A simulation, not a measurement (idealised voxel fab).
Documented hereafter: the process module known as voxel tone inversion.
It is cross-section cut that appears here, measuring 160 nm in width, its square cells being 5 nm in size.
We lay out every cross-section as a grid of square cells and spell it out in bands from the top down, where one band means one or more rows of cells.
It is stipulated that each band's entry specify, in nanometres, the height of the top of the band and then that of its bottom, followed by the materials of the band in left-to-right sequence, each together with its width in nanometres. A single material marked by the word "everywhere" is understood to fill the band from edge to edge; the word "air" is understood to denote empty space.
Beneath 0, the wafer as received is one material, and that level is where height counting begins. The lowest band goes on downward without a bottom; it is written like "0..down".
A width given as "30..40" starts at the first number in the band's top row and ends at the second number in its bottom row, shifting by an equal amount at every step from row to row.
Basically "same as before" means that step didn't change any cell in the cross-section.
Enclosed voids (no open way to top), threshold 8 cells or more, entry "Trapped cavities", notation width x height at distance, distance from left edge, nm.
Step line, after settings: the simulator's comment on this step.
overlay nm, on a step with a mask: how far to the right of its planned place the mask lay; to the left if negative

-- Planned step list for the process
step 1: RECEIVE | material Si
step 2: CONFORMAL_DEP | material SiN | thk nm 10
step 3: DIRECTIONAL_DEP | material aC | thk nm 15
step 4: PATTERN | tone cover | mask id POSTS | material resist | width nm 20 | pitch nm 50 | thk nm 20 | overlay nm 0
step 5: DIRECTIONAL_ETCH | etch materials aC | depth nm 15
step 6: STRIP | etch materials resist
step 7: FILL_DEP | material SiO2 | thk nm 5
step 8: CMP | height nm 25
step 9: STRIP | etch materials aC

-- Cross-sectional view of the wafer in its as-received condition, corresponding to the state after step 1
* 0..down | Si everywhere
* Trapped cavities: none

-- Cross-section: first of two wafers, module finished, run according to plan
* 25..10 | SiO2 20  air 20  SiO2 30  air 20  SiO2 30  air 20  SiO2 20
* 10..0 | SiN everywhere
* 0..down | Si everywhere
* Trapped cavities: none

-- Second wafer cross-section at end of module - shared start and plan with the first, one mistake in the run
* 25..15 | SiN everywhere
* 15..0 | aC everywhere
* 0..down | Si everywhere
* Trapped cavities: none
Heads up, the wafer didn't run the way we planned it: steps 2 and 3 traded places in the executed sequence
In the final state, the cell counts of the second wafer exceed or fall short of those of the first for the following materials: SiO2 -60; aC +96
